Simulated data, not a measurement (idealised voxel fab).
A process module follows: voxel capacitor over wiring.
Square cells of 5 nm make up the cross-section cut, whose width is 210 nm.
Format of a cross-section: grid, square cells. Given as bands. Order: top down. Band: one or more rows of cells.
Read a band's entry like this: the first values are the height of its top and the height of its bottom in nm, and what follows is the sequence of materials from left to right, each with its width in nm. Note that "empty" is empty space, and that a single material marked "everywhere" reaches across the band from edge to edge.
Heights are expressed relative to 0, this being the level below which the as-received wafer comprises one material exclusively. The lowest band is unbounded in the downward direction and is denoted as in "0 down".
The two numbers in a width such as "30->40" mark its ends across the band: the first belongs to the top row of cells, the second to the bottom row, and from each row to the next the width moves by the same amount.
Reading "stayed the same" for a step: not a cell of the cross-section changed in it.
"Enclosed void catalog": sealed empty spaces, 8 cells or more, no open way to top, listed width x height at distance, with distance from the left edge and width, height and distance in nm.
after a step's settings: what the simulator itself notes on the step
overlay nm: right-of-plan distance of the mask on a masked step; negative values mean left-of-plan.

-- The following list gives the planned process steps
| 1 | RECEIVE: material Si |
| 2 | CONFORMAL_DEP: material SiO2, thk nm 10 |
| 3 | CONFORMAL_DEP: material SiCN, thk nm 5 |
| 4 | DIRECTIONAL_DEP: material lowk, thk nm 15 |
| 5 | MASKED_ETCH: tone open, mask id METAL_1, width nm 30, pitch nm 95, etch materials lowk, depth nm 15, overlay nm 0 |
| 6 | MASKED_ETCH: tone open, mask id METAL_1, width nm 30, pitch nm 95, etch materials SiCN, depth nm 5, overlay nm 0 |
| 7 | CONFORMAL_DEP: material TiN, thk nm 5 |
| 8 | FILL_DEP: material Ru, thk nm 5 |
| 9 | CMP: height nm 30 |
| 10 | CONFORMAL_DEP: material SiCN, thk nm 5 |
| 11 | DIRECTIONAL_DEP: material lowk, thk nm 15 |
| 12 | PATTERN: tone open, mask id PLUG_1, material resist, width nm 15, thk nm 15, overlay nm 0 |
| 13 | DIRECTIONAL_ETCH: etch materials lowk, depth nm 15 |
| 14 | DIRECTIONAL_ETCH: etch materials SiCN, depth nm 5 |
| 15 | STRIP: etch materials resist |
| 16 | CONFORMAL_DEP: material TiN, thk nm 5 |
| 17 | FILL_DEP: material Ru, thk nm 10 |
| 18 | CMP: height nm 50 |
| 19 | DIRECTIONAL_DEP: material TiN, thk nm 5 |
| 20 | DIRECTIONAL_DEP: material Al2O3, thk nm 5 |
| 21 | DIRECTIONAL_DEP: material TiN, thk nm 5 |
| 22 | PATTERN: tone cover, mask id UPPER_PLATE, material resist, width nm 70, thk nm 20, overlay nm 0 |
| 23 | DIRECTIONAL_ETCH: etch materials TiN, depth nm 5 |
| 24 | DIRECTIONAL_ETCH: etch materials Al2O3, depth nm 5 |
| 25 | STRIP: etch materials resist |
| 26 | MASKED_ETCH: tone cover, mask id LOWER_PLATE, width nm 80, etch materials TiN, depth nm 5, overlay nm 0 |
| 27 | FILL_DEP: material SiO2, thk nm 15 |
| 28 | CMP: height nm 75 |
| 29 | MASKED_ETCH: tone open, mask id PLUG_2, width nm 15, etch materials SiO2, depth nm 10, overlay nm 0 |
| 30 | CONFORMAL_DEP: material TiN, thk nm 5 |
| 31 | FILL_DEP: material W, thk nm 10 |
| 32 | CMP: height nm 75 |
| 33 | CONFORMAL_DEP: material SiCN, thk nm 5 |

-- First wafer of two (run as planned)

-- So this is the incoming wafer in cross-section - it's already been through step 1
	0 down: Si everywhere
	Enclosed void catalog: none

-- Sectional view: wafer, after step 2
	10 to 0: SiO2 everywhere
	Whatever lies below 0 is exactly as it was before.

-- Sectional view: wafer, after step 3
	15 to 10: SiCN everywhere
	Whatever lies below 10 is exactly as it was before.

-- Sectional view: wafer, after step 4
	30 to 15: lowk everywhere
	Whatever lies below 15 is exactly as it was before.

-- Sectional view: wafer, after step 5
	30 to 15: lowk: 40 / empty: 30 / lowk: 65 / empty: 30 / lowk: 45
	Whatever lies below 15 is exactly as it was before.

-- Sectional view: wafer, after step 6
	30 to 15: lowk: 40 / empty: 30 / lowk: 65 / empty: 30 / lowk: 45
	15 to 10: SiCN: 40 / empty: 30 / SiCN: 65 / empty: 30 / SiCN: 45
	Whatever lies below 10 is exactly as it was before.

-- Sectional view: wafer, after step 7
	35 to 30: TiN: 45 / empty: 20 / TiN: 75 / empty: 20 / TiN: 50
	30 to 15: lowk: 40 / TiN: 5 / empty: 20 / TiN: 5 / lowk: 65 / TiN: 5 / empty: 20 / TiN: 5 / lowk: 45
	15 to 10: SiCN: 40 / TiN: 30 / SiCN: 65 / TiN: 30 / SiCN: 45
	Whatever lies below 10 is exactly as it was before.

-- Sectional view: wafer, after step 8
	40 to 35: Ru everywhere
	35 to 30: TiN: 45 / Ru: 20 / TiN: 75 / Ru: 20 / TiN: 50
	30 to 15: lowk: 40 / TiN: 5 / Ru: 20 / TiN: 5 / lowk: 65 / TiN: 5 / Ru: 20 / TiN: 5 / lowk: 45
	Whatever lies below 15 is exactly as it was before.

-- Sectional view: wafer, after step 9
	30 to 15: lowk: 40 / TiN: 5 / Ru: 20 / TiN: 5 / lowk: 65 / TiN: 5 / Ru: 20 / TiN: 5 / lowk: 45
	Whatever lies below 15 is exactly as it was before.

-- Sectional view: wafer, after step 10
	35 to 30: SiCN everywhere
	Whatever lies below 30 is exactly as it was before.

-- Sectional view: wafer, after step 11
	50 to 35: lowk everywhere
	Whatever lies below 35 is exactly as it was before.

-- Sectional view: wafer, after step 12
	65 to 50: resist: 55 / empty: 15 / resist: 140
	Whatever lies below 50 is exactly as it was before.

-- Sectional view: wafer, after step 13
	65 to 50: resist: 55 / empty: 15 / resist: 140
	50 to 35: lowk: 55 / empty: 15 / lowk: 140
	Whatever lies below 35 is exactly as it was before.

-- Sectional view: wafer, after step 14
	65 to 50: resist: 55 / empty: 15 / resist: 140
	50 to 35: lowk: 55 / empty: 15 / lowk: 140
	35 to 30: SiCN: 55 / empty: 15 / SiCN: 140
	Whatever lies below 30 is exactly as it was before.

-- Sectional view: wafer, after step 15
	50 to 35: lowk: 55 / empty: 15 / lowk: 140
	Whatever lies below 35 is exactly as it was before.

-- Sectional view: wafer, after step 16
	55 to 50: TiN: 60 / empty: 5 / TiN: 145
	50 to 35: lowk: 55 / TiN: 5 / empty: 5 / TiN: 5 / lowk: 140
	35 to 30: SiCN: 55 / TiN: 15 / SiCN: 140
	Whatever lies below 30 is exactly as it was before.

-- Sectional view: wafer, after step 17
	65 to 55: Ru everywhere
	55 to 50: TiN: 60 / Ru: 5 / TiN: 145
	50 to 35: lowk: 55 / TiN: 5 / Ru: 5 / TiN: 5 / lowk: 140
	Whatever lies below 35 is exactly as it was before.

-- Sectional view: wafer, after step 18
	50 to 35: lowk: 55 / TiN: 5 / Ru: 5 / TiN: 5 / lowk: 140
	Whatever lies below 35 is exactly as it was before.

-- Sectional view: wafer, after step 19
	55 to 50: TiN everywhere
	Whatever lies below 50 is exactly as it was before.

-- Sectional view: wafer, after step 20
	60 to 55: Al2O3 everywhere
	Whatever lies below 55 is exactly as it was before.

-- Sectional view: wafer, after step 21
	65 to 60: TiN everywhere
	Whatever lies below 60 is exactly as it was before.

-- Sectional view: wafer, after step 22
	85 to 65: empty: 55 / resist: 70 / empty: 85
	Whatever lies below 65 is exactly as it was before.

-- Sectional view: wafer, after step 23
	85 to 65: empty: 55 / resist: 70 / empty: 85
	65 to 60: empty: 55 / TiN: 70 / empty: 85
	Whatever lies below 60 is exactly as it was before.

-- Sectional view: wafer, after step 24
	85 to 65: empty: 55 / resist: 70 / empty: 85
	65 to 60: empty: 55 / TiN: 70 / empty: 85
	60 to 55: empty: 55 / Al2O3: 70 / empty: 85
	Whatever lies below 55 is exactly as it was before.

-- Sectional view: wafer, after step 25
	65 to 60: empty: 55 / TiN: 70 / empty: 85
	Whatever lies below 60 is exactly as it was before.

-- Sectional view: wafer, after step 26
	65 to 60: empty: 55 / TiN: 70 / empty: 85
	60 to 55: empty: 55 / Al2O3: 70 / empty: 85
	55 to 50: empty: 50 / TiN: 80 / empty: 80
	Whatever lies below 50 is exactly as it was before.

-- Sectional view: wafer, after step 27
	80 to 65: SiO2 everywhere
	65 to 60: SiO2: 55 / TiN: 70 / SiO2: 85
	60 to 55: SiO2: 55 / Al2O3: 70 / SiO2: 85
	55 to 50: SiO2: 50 / TiN: 80 / SiO2: 80
	Whatever lies below 50 is exactly as it was before.

-- Sectional view: wafer, after step 28
	75 to 65: SiO2 everywhere
	Whatever lies below 65 is exactly as it was before.

-- Sectional view: wafer, after step 29
	75 to 65: SiO2: 65 / empty: 15 / SiO2: 130
	Whatever lies below 65 is exactly as it was before.

-- Sectional view: wafer, after step 30
	80 to 75: TiN: 70 / empty: 5 / TiN: 135
	75 to 70: SiO2: 65 / TiN: 5 / empty: 5 / TiN: 5 / SiO2: 130
	70 to 60: SiO2: 65->55 / TiN: 15->70 / SiO2: 130->85
	Whatever lies below 60 is exactly as it was before.

-- Sectional view: wafer, after step 31
	90 to 80: W everywhere
	80 to 75: TiN: 70 / W: 5 / TiN: 135
	75 to 70: SiO2: 65 / TiN: 5 / W: 5 / TiN: 5 / SiO2: 130
	Whatever lies below 70 is exactly as it was before.

-- Sectional view: wafer, after step 32
	75 to 70: SiO2: 65 / TiN: 5 / W: 5 / TiN: 5 / SiO2: 130
	Whatever lies below 70 is exactly as it was before.

-- Sectional view: wafer, after step 33
	80 to 75: SiCN everywhere
	Whatever lies below 75 is exactly as it was before.

-- Second wafer. Start and plan as for the first. One mistake made in running. Agrees with the first up to and including step 11

-- The second wafer in cross-section, at the planned close of step 12
	65 to 50: resist: 50 / empty: 15 / resist: 145
	Whatever lies below 50 is exactly as it was before.

-- The second wafer in cross-section, at the planned close of step 13
	65 to 50: resist: 50 / empty: 15 / resist: 145
	50 to 35: lowk: 50 / empty: 15 / lowk: 145
	Whatever lies below 35 is exactly as it was before.

-- The second wafer in cross-section, at the planned close of step 14
	65 to 50: resist: 50 / empty: 15 / resist: 145
	50 to 35: lowk: 50 / empty: 15 / lowk: 145
	35 to 30: SiCN: 50 / empty: 15 / SiCN: 145
	Whatever lies below 30 is exactly as it was before.

-- The second wafer in cross-section, at the planned close of step 15
	50 to 35: lowk: 50 / empty: 15 / lowk: 145
	Whatever lies below 35 is exactly as it was before.

-- The second wafer in cross-section, at the planned close of step 16
	55 to 50: TiN: 55 / empty: 5 / TiN: 150
	50 to 35: lowk: 50 / TiN: 5 / empty: 5 / TiN: 5 / lowk: 145
	35 to 30: SiCN: 50 / TiN: 15 / SiCN: 145
	Whatever lies below 30 is exactly as it was before.

-- The second wafer in cross-section, at the planned close of step 17
	65 to 55: Ru everywhere
	55 to 50: TiN: 55 / Ru: 5 / TiN: 150
	50 to 35: lowk: 50 / TiN: 5 / Ru: 5 / TiN: 5 / lowk: 145
	Whatever lies below 35 is exactly as it was before.

-- The second wafer in cross-section, at the planned close of step 18
	50 to 35: lowk: 50 / TiN: 5 / Ru: 5 / TiN: 5 / lowk: 145
	Whatever lies below 35 is exactly as it was before.

-- The second wafer in cross-section, at the planned close of step 19
	55 to 50: TiN everywhere
	Whatever lies below 50 is exactly as it was before.

-- The second wafer in cross-section, at the planned close of step 20
	60 to 55: Al2O3 everywhere
	Whatever lies below 55 is exactly as it was before.

-- The second wafer in cross-section, at the planned close of step 21
	65 to 60: TiN everywhere
	Whatever lies below 60 is exactly as it was before.

-- The second wafer in cross-section, at the planned close of step 22
	85 to 65: empty: 55 / resist: 70 / empty: 85
	Whatever lies below 65 is exactly as it was before.

-- The second wafer in cross-section, at the planned close of step 23
	85 to 65: empty: 55 / resist: 70 / empty: 85
	65 to 60: empty: 55 / TiN: 70 / empty: 85
	Whatever lies below 60 is exactly as it was before.

-- The second wafer in cross-section, at the planned close of step 24
	85 to 65: empty: 55 / resist: 70 / empty: 85
	65 to 60: empty: 55 / TiN: 70 / empty: 85
	60 to 55: empty: 55 / Al2O3: 70 / empty: 85
	Whatever lies below 55 is exactly as it was before.

-- The second wafer in cross-section, at the planned close of step 25
	65 to 60: empty: 55 / TiN: 70 / empty: 85
	Whatever lies below 60 is exactly as it was before.

-- The second wafer in cross-section, at the planned close of step 26
	65 to 60: empty: 55 / TiN: 70 / empty: 85
	60 to 55: empty: 55 / Al2O3: 70 / empty: 85
	55 to 50: empty: 50 / TiN: 80 / empty: 80
	Whatever lies below 50 is exactly as it was before.

-- The second wafer in cross-section, at the planned close of step 27
	80 to 65: SiO2 everywhere
	65 to 60: SiO2: 55 / TiN: 70 / SiO2: 85
	60 to 55: SiO2: 55 / Al2O3: 70 / SiO2: 85
	55 to 50: SiO2: 50 / TiN: 80 / SiO2: 80
	Whatever lies below 50 is exactly as it was before.

-- The second wafer in cross-section, at the planned close of step 28
	75 to 65: SiO2 everywhere
	Whatever lies below 65 is exactly as it was before.

-- The second wafer in cross-section, at the planned close of step 29
	75 to 65: SiO2: 65 / empty: 15 / SiO2: 130
	Whatever lies below 65 is exactly as it was before.

-- The second wafer in cross-section, at the planned close of step 30
	80 to 75: TiN: 70 / empty: 5 / TiN: 135
	75 to 70: SiO2: 65 / TiN: 5 / empty: 5 / TiN: 5 / SiO2: 130
	70 to 60: SiO2: 65->55 / TiN: 15->70 / SiO2: 130->85
	Whatever lies below 60 is exactly as it was before.

-- The second wafer in cross-section, at the planned close of step 31
	90 to 80: W everywhere
	80 to 75: TiN: 70 / W: 5 / TiN: 135
	75 to 70: SiO2: 65 / TiN: 5 / W: 5 / TiN: 5 / SiO2: 130
	Whatever lies below 70 is exactly as it was before.

-- The second wafer in cross-section, at the planned close of step 32
	75 to 70: SiO2: 65 / TiN: 5 / W: 5 / TiN: 5 / SiO2: 130
	Whatever lies below 70 is exactly as it was before.

-- The second wafer in cross-section, at the planned close of step 33
	80 to 75: SiCN everywhere
	Whatever lies below 75 is exactly as it was before.
Short version of what went wrong: step 12, actual vs plan mismatch, actual run PATTERN: tone open, mask id PLUG_1, material resist, width nm 15, thk nm 15, overlay nm -5
Both wafers, final: cells per material equal; arrangement not.
